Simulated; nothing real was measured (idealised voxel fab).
process module | voxel fin reveal
cross-section cut | 200 nm wide | cells 5 nm
A cross-section is a grid of square cells, given in bands from the top down. A band is one or more rows of cells.
Each band's line starts with the height of the band's top and of its bottom, in nm. Then come its materials from left to right, each with its width in nm. One material with "throughout" fills the band from edge to edge. "air" is empty space.
Height 0 is the level under which the wafer as received is all one material. The lowest band goes on downwards, as in "0 down".
A width such as "30 to 40" changes by the same amount from each row of cells to the next, from the band's top row to its bottom row.
"no change" after a step means that no cell of the cross-section changed.
closed voids: empty space of 8 cells or more with no open way to the top, each as width x height at its distance from the left edge, in nm
after a step's settings: what the simulator itself notes on the step
overlay nm, on a step with a mask: how far to the right of its planned place the mask lay; to the left if negative
plan
1 op RECEIVE | material Si
2 op CONFORMAL_DEP | material SiN | thk nm 5
3 op PATTERN | tone cover | mask id FINS | material resist | width nm 15 | pitch nm 45 | thk nm 20 | overlay nm 0
4 op DIRECTIONAL_ETCH | etch materials SiN | depth nm 5
5 op DIRECTIONAL_ETCH | etch materials Si | depth nm 35
6 op STRIP | etch materials resist
7 op FILL_DEP | material SiO2 | thk nm 5
8 op CMP | height nm 5
9 op SELECTIVE_ETCH | etch materials SiO2 | depth nm 20
10 op STRIP | etch materials SiN
11 op CONFORMAL_DEP | material HfO2 | thk nm 5
varied across the wafers: thk nm of step 11. The plan shows the first wafer's value. All wafers start alike
first wafer as received, after step 1
  0 down: Si throughout
  closed voids: none
first wafer at the end, after step 11
  5 to 0: air 65 | HfO2 25 | air 20 | HfO2 25 | air 65
  0 to -10: air 65 | HfO2 5 | Si 15 | HfO2 5 | air 20 | HfO2 5 | Si 15 | HfO2 5 | air 65
  -10 to -15: HfO2 70 | Si 15 | HfO2 30 | Si 15 | HfO2 70
  -15 to -35: SiO2 70 | Si 15 | SiO2 30 | Si 15 | SiO2 70
  -35 down: Si throughout
  closed voids: none
last wafer at the end
  20 to 5: air 50 | HfO2 100 | air 50
  5 to 0: HfO2 throughout
  0 to -15: HfO2 70 | Si 15 | HfO2 30 | Si 15 | HfO2 70
  -15 to -35: SiO2 70 | Si 15 | SiO2 30 | Si 15 | SiO2 70
  -35 down: Si throughout
  closed voids: none
each wafer at the end: cells of each material gained (+) or lost (-) since it was received, then its closed voids
thk nm 5 | +52 HfO2 | -238 Si | +136 SiO2 | closed voids: none
thk nm 10 | +104 HfO2 | -238 Si | +136 SiO2 | closed voids: none
thk nm 15 | +156 HfO2 | -238 Si | +136 SiO2 | closed voids: none
thk nm 20 | +202 HfO2 | -238 Si | +136 SiO2 | closed voids: none
